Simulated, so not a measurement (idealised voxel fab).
Process module under the name voxel released beams
Cross-section cut: width 160 nm, square cells of 5 nm.
A cross-section is written here as square cells arranged in a grid, and it is given in bands from the top down, each band taking up one or more rows of cells.
Basically the band line says how high the top is and how high the bottom is, in nm, and then what's in it from left to right, every material with its width in nm. Empty space shows up as "blank", and if a single material carries "all across" it runs the full band edge to edge.
The level at which height equals 0 is the one under which the wafer, as it arrives, is entirely one material. No lower edge exists for the bottom band, which continues downward and is notated as in "0 down".
Graded width ("30 to 40"): value in top row of band = first number; value in bottom row = second number; row-to-row change constant.
"nothing different" for a step: no cell of the cross-section changed in that step.
In "Closed cavity list" the enclosed voids are listed, meaning empty spaces of 8 cells or larger without any opening to the top. The form is width x height at distance, distance from the left edge, units nm.
Where a step's line continues beyond its settings, the continuation is a remark by the simulator itself on that step.
Each step line may optionally specify "overlay nm", which for a step with a mask gives the rightward distance between the mask's planned place and where it lay, a negative value indicating the leftward direction.
Here's what the planned process steps look like
1,RECEIVE | material Si
2,CONFORMAL_DEP | material SiN | thk nm 10
3,DIRECTIONAL_DEP | material SiO2 | thk nm 15
4,PATTERN | tone open | mask id ANCHOR | material resist | width nm 40 | thk nm 20 | overlay nm 0
5,DIRECTIONAL_ETCH | etch materials SiO2 | depth nm 15
6,STRIP | etch materials resist
7,CONFORMAL_DEP | material TiN | thk nm 15
8,PATTERN | tone cover | mask id BEAM | material resist | width nm 90 | thk nm 15 | overlay nm 0
9,DIRECTIONAL_ETCH | etch materials TiN | depth nm 15
10,STRIP | etch materials resist
11,STRIP | etch materials SiO2
Cross-section of the wafer as it came to us, i.e., already through step 1
* 0 down = Si all across
* Closed cavity list: none
Cross-section, first of two wafers, end of module, run as planned
* 40 to 25 = blank 30  TiN 20  blank 10  TiN 60  blank 40
* 25 to 10 = blank 35  TiN 40  blank 85
* 10 to 0 = SiN all across
* 0 down = Si all across
* Closed cavity list: none
Cross-sectional view of the second of two wafers upon completion of the module. This wafer shared its starting condition and process plan with the first; one error was made during its execution
* 40 to 25 = blank 30  TiN 20  blank 10  TiN 60  blank 40
* 25 to 10 = blank 35  TiN 40  blank 85
* 10 to 0 = TiN all across
* 0 down = Si all across
* Closed cavity list: none
Plan not followed: in deviation from the planned setting, step 2 was conducted as CONFORMAL_DEP | material TiN | thk nm 10
The final cell counts differ between the wafers, with the second having more or fewer of some materials than the first: SiN -64 | TiN +64
